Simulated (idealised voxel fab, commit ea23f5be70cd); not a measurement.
The document below concerns the process module designated voxel wiring stack.
The width of the displayed cross-section, cut, is 190 nm; its cells are square, with a size of 5 nm.
Cross-section, as written here: a square-cell grid given band by band from the top down, where a band holds one or more rows of cells.
It is stipulated that each band's entry specify, in nanometres, the height of the top of the band and then that of its bottom, followed by the materials of the band in left-to-right sequence, each together with its width in nanometres. A single material marked by the word "edge to edge" is understood to fill the band from edge to edge; the word "blank" is understood to denote empty space.
Where do heights start? At 0: under that level the wafer as delivered is made of one material only. And the lowest band has no floor; it just carries on downward, as in "0 down".
A width given as "30..40" starts at the first number in the band's top row and ends at the second number in its bottom row, shifting by an equal amount at every step from row to row.
What does "no alteration" mean for a step? It means no cell of the cross-section changed in that step.
"Closed void catalog" specifies each empty space that is not open to the top and that occupies no fewer than 8 cells, using the form width x height at distance, the distance measured from the left edge and all three quantities in nm.
On each step's line, the part that comes after the settings is the simulator's own comment on the step.
The setting "overlay nm" may be written on the line of a step. When the step uses a mask, the value reports how far to the right of the planned place the mask lay, and a negative value reports that it lay to the left.

# The planned process steps are enumerated hereunder
| 1 | RECEIVE [material Si] |
| 2 | CONFORMAL_DEP [material SiO2] [thk nm 10] |
| 3 | CONFORMAL_DEP [material SiN] [thk nm 5] |
| 4 | DIRECTIONAL_DEP [material lowk] [thk nm 15] |
| 5 | DIRECTIONAL_DEP [material aC] [thk nm 10] |
| 6 | PATTERN [tone open] [mask id METAL_1] [material resist] [width nm 30] [pitch nm 60] [thk nm 30] [overlay nm 0] |
| 7 | DIRECTIONAL_ETCH [etch materials aC] [depth nm 10] |
| 8 | STRIP [etch materials resist] |
| 9 | DIRECTIONAL_ETCH [etch materials lowk] [depth nm 15] |
| 10 | DIRECTIONAL_ETCH [etch materials SiN] [depth nm 5] |
| 11 | STRIP [etch materials aC] |
| 12 | CONFORMAL_DEP [material TiN] [thk nm 5] |
| 13 | FILL_DEP [material Cu] [thk nm 10] |
| 14 | CMP [height nm 30] |
| 15 | EPI [material Ru] [thk nm 5] |
| 16 | FILL_DEP [material SiCN] [thk nm 5] |
| 17 | DIRECTIONAL_DEP [material SiO2] [thk nm 15] |
| 18 | PATTERN [tone open] [mask id PLUG_1] [material resist] [width nm 15] [pitch nm 60] [thk nm 20] [overlay nm 0] |
| 19 | DIRECTIONAL_ETCH [etch materials SiO2] [depth nm 15] |
| 20 | DIRECTIONAL_ETCH [etch materials SiCN] [depth nm 5] |
| 21 | STRIP [etch materials resist] |
| 22 | CONFORMAL_DEP [material TiN] [thk nm 5] |
| 23 | FILL_DEP [material Ru] [thk nm 10] |
| 24 | CMP [height nm 55] |
| 25 | DIRECTIONAL_DEP [material TiN] [thk nm 5] |
| 26 | DIRECTIONAL_DEP [material W] [thk nm 20] |
| 27 | MASKED_ETCH [tone cover] [mask id METAL_2] [width nm 30] [pitch nm 60] [etch materials W] [depth nm 20] [overlay nm 0] |
| 28 | MASKED_ETCH [tone cover] [mask id METAL_2] [width nm 30] [pitch nm 60] [etch materials TiN] [depth nm 5] [overlay nm 0] |
| 29 | FILL_DEP [material SiO2] [thk nm 5] |
| 30 | CMP [height nm 80] |
| 31 | CONFORMAL_DEP [material SiCN] [thk nm 5] |

# The first of a set of two wafers, run to plan

# Cross-section: wafer on arrival = after step 1
	0 down: Si edge to edge
	Closed void catalog: none

# Wafer section view after processing step 2
	10 to 0: SiO2 edge to edge
	Everything below 0 is unchanged.

# Wafer section view after processing step 3
	15 to 10: SiN edge to edge
	Everything below 10 is unchanged.

# Wafer section view after processing step 4
	30 to 15: lowk edge to edge
	Everything below 15 is unchanged.

# Wafer section view after processing step 5
	40 to 30: aC edge to edge
	Everything below 30 is unchanged.

# Wafer section view after processing step 6
	70 to 40: resist 20, then blank 30, then resist 30, then blank 30, then resist 30, then blank 30, then resist 20
	Everything below 40 is unchanged.

# Wafer section view after processing step 7
	60 to 40: resist 20, then blank 30, then resist 30, then blank 30, then resist 30, then blank 30, then resist 20
	40 to 30: aC 20, then blank 30, then aC 30, then blank 30, then aC 30, then blank 30, then aC 20
	Everything below 30 is unchanged.

# Wafer section view after processing step 8
	40 to 30: aC 20, then blank 30, then aC 30, then blank 30, then aC 30, then blank 30, then aC 20
	Everything below 30 is unchanged.

# Wafer section view after processing step 9
	40 to 30: aC 20, then blank 30, then aC 30, then blank 30, then aC 30, then blank 30, then aC 20
	30 to 15: lowk 20, then blank 30, then lowk 30, then blank 30, then lowk 30, then blank 30, then lowk 20
	Everything below 15 is unchanged.

# Wafer section view after processing step 10
	40 to 30: aC 20, then blank 30, then aC 30, then blank 30, then aC 30, then blank 30, then aC 20
	30 to 15: lowk 20, then blank 30, then lowk 30, then blank 30, then lowk 30, then blank 30, then lowk 20
	15 to 10: SiN 20, then blank 30, then SiN 30, then blank 30, then SiN 30, then blank 30, then SiN 20
	Everything below 10 is unchanged.

# Wafer section view after processing step 11
	30 to 15: lowk 20, then blank 30, then lowk 30, then blank 30, then lowk 30, then blank 30, then lowk 20
	Everything below 15 is unchanged.

# Wafer section view after processing step 12
	35 to 30: TiN 25, then blank 20, then TiN 40, then blank 20, then TiN 40, then blank 20, then TiN 25
	30 to 15: lowk 20, then TiN 5, then blank 20, then TiN 5, then lowk 30, then TiN 5, then blank 20, then TiN 5, then lowk 30, then TiN 5, then blank 20, then TiN 5, then lowk 20
	15 to 10: SiN 20, then TiN 30, then SiN 30, then TiN 30, then SiN 30, then TiN 30, then SiN 20
	Everything below 10 is unchanged.

# Wafer section view after processing step 13
	45 to 35: Cu edge to edge
	35 to 30: TiN 25, then Cu 20, then TiN 40, then Cu 20, then TiN 40, then Cu 20, then TiN 25
	30 to 15: lowk 20, then TiN 5, then Cu 20, then TiN 5, then lowk 30, then TiN 5, then Cu 20, then TiN 5, then lowk 30, then TiN 5, then Cu 20, then TiN 5, then lowk 20
	Everything below 15 is unchanged.

# Wafer section view after processing step 14
	30 to 15: lowk 20, then TiN 5, then Cu 20, then TiN 5, then lowk 30, then TiN 5, then Cu 20, then TiN 5, then lowk 30, then TiN 5, then Cu 20, then TiN 5, then lowk 20
	Everything below 15 is unchanged.

# Wafer section view after processing step 15
	35 to 30: blank 15, then Ru 40, then blank 20, then Ru 40, then blank 20, then Ru 40, then blank 15
	Everything below 30 is unchanged.

# Wafer section view after processing step 16
	40 to 35: SiCN edge to edge
	35 to 30: SiCN 15, then Ru 40, then SiCN 20, then Ru 40, then SiCN 20, then Ru 40, then SiCN 15
	Everything below 30 is unchanged.

# Wafer section view after processing step 17
	55 to 40: SiO2 edge to edge
	Everything below 40 is unchanged.

# Wafer section view after processing step 18
	75 to 55: resist 20, then blank 15, then resist 45, then blank 15, then resist 45, then blank 15, then resist 35
	Everything below 55 is unchanged.

# Wafer section view after processing step 19
	75 to 55: resist 20, then blank 15, then resist 45, then blank 15, then resist 45, then blank 15, then resist 35
	55 to 40: SiO2 20, then blank 15, then SiO2 45, then blank 15, then SiO2 45, then blank 15, then SiO2 35
	Everything below 40 is unchanged.

# Wafer section view after processing step 20
	75 to 55: resist 20, then blank 15, then resist 45, then blank 15, then resist 45, then blank 15, then resist 35
	55 to 40: SiO2 20, then blank 15, then SiO2 45, then blank 15, then SiO2 45, then blank 15, then SiO2 35
	40 to 35: SiCN 20, then blank 15, then SiCN 45, then blank 15, then SiCN 45, then blank 15, then SiCN 35
	Everything below 35 is unchanged.

# Wafer section view after processing step 21
	55 to 40: SiO2 20, then blank 15, then SiO2 45, then blank 15, then SiO2 45, then blank 15, then SiO2 35
	Everything below 40 is unchanged.

# Wafer section view after processing step 22
	60 to 55: TiN 25, then blank 5, then TiN 55, then blank 5, then TiN 55, then blank 5, then TiN 40
	55 to 40: SiO2 20, then TiN 5, then blank 5, then TiN 5, then SiO2 45, then TiN 5, then blank 5, then TiN 5, then SiO2 45, then TiN 5, then blank 5, then TiN 5, then SiO2 35
	40 to 35: SiCN 20, then TiN 15, then SiCN 45, then TiN 15, then SiCN 45, then TiN 15, then SiCN 35
	Everything below 35 is unchanged.

# Wafer section view after processing step 23
	70 to 60: Ru edge to edge
	60 to 55: TiN 25, then Ru 5, then TiN 55, then Ru 5, then TiN 55, then Ru 5, then TiN 40
	55 to 40: SiO2 20, then TiN 5, then Ru 5, then TiN 5, then SiO2 45, then TiN 5, then Ru 5, then TiN 5, then SiO2 45, then TiN 5, then Ru 5, then TiN 5, then SiO2 35
	Everything below 40 is unchanged.

# Wafer section view after processing step 24
	55 to 40: SiO2 20, then TiN 5, then Ru 5, then TiN 5, then SiO2 45, then TiN 5, then Ru 5, then TiN 5, then SiO2 45, then TiN 5, then Ru 5, then TiN 5, then SiO2 35
	Everything below 40 is unchanged.

# Wafer section view after processing step 25
	60 to 55: TiN edge to edge
	Everything below 55 is unchanged.

# Wafer section view after processing step 26
	80 to 60: W edge to edge
	Everything below 60 is unchanged.

# Wafer section view after processing step 27
	80 to 60: blank 20, then W 30, then blank 30, then W 30, then blank 30, then W 30, then blank 20
	Everything below 60 is unchanged.

# Wafer section view after processing step 28
	80 to 60: blank 20, then W 30, then blank 30, then W 30, then blank 30, then W 30, then blank 20
	60 to 55: blank 20, then TiN 30, then blank 30, then TiN 30, then blank 30, then TiN 30, then blank 20
	Everything below 55 is unchanged.

# Wafer section view after processing step 29
	85 to 80: SiO2 edge to edge
	80 to 60: SiO2 20, then W 30, then SiO2 30, then W 30, then SiO2 30, then W 30, then SiO2 20
	60 to 55: SiO2 20, then TiN 30, then SiO2 30, then TiN 30, then SiO2 30, then TiN 30, then SiO2 20
	Everything below 55 is unchanged.

# Wafer section view after processing step 30
	80 to 60: SiO2 20, then W 30, then SiO2 30, then W 30, then SiO2 30, then W 30, then SiO2 20
	Everything below 60 is unchanged.

# Wafer section view after processing step 31
	85 to 80: SiCN edge to edge
	Everything below 80 is unchanged.

# Now the other wafer: same start, same recipe, but we messed up one thing when running it. Up to and including step 26 it's the same as the first one

# Second wafer, cut view, end of step 27 per plan
	80 to 60: W 20, then blank 30, then W 30, then blank 30, then W 30, then blank 30, then W 20
	Everything below 60 is unchanged.

Second wafer, cut view, end of step 28 per plan: no alteration

# Second wafer, cut view, end of step 29 per plan
	85 to 80: SiO2 edge to edge
	80 to 60: W 20, then SiO2 30, then W 30, then SiO2 30, then W 30, then SiO2 30, then W 20
	Everything below 60 is unchanged.

# Second wafer, cut view, end of step 30 per plan
	80 to 60: W 20, then SiO2 30, then W 30, then SiO2 30, then W 30, then SiO2 30, then W 20
	Everything below 60 is unchanged.

# Second wafer, cut view, end of step 31 per plan
	85 to 80: SiCN edge to edge
	Everything below 80 is unchanged.
Run error: off-plan run, step 27, actual operation and settings MASKED_ETCH [tone open] [mask id METAL_2] [width nm 30] [pitch nm 60] [etch materials W] [depth nm 20] [overlay nm 0]
In the final state, the cell counts of the second wafer exceed or fall short of those of the first for the following materials: -28 SiO2 | +20 TiN | +8 W
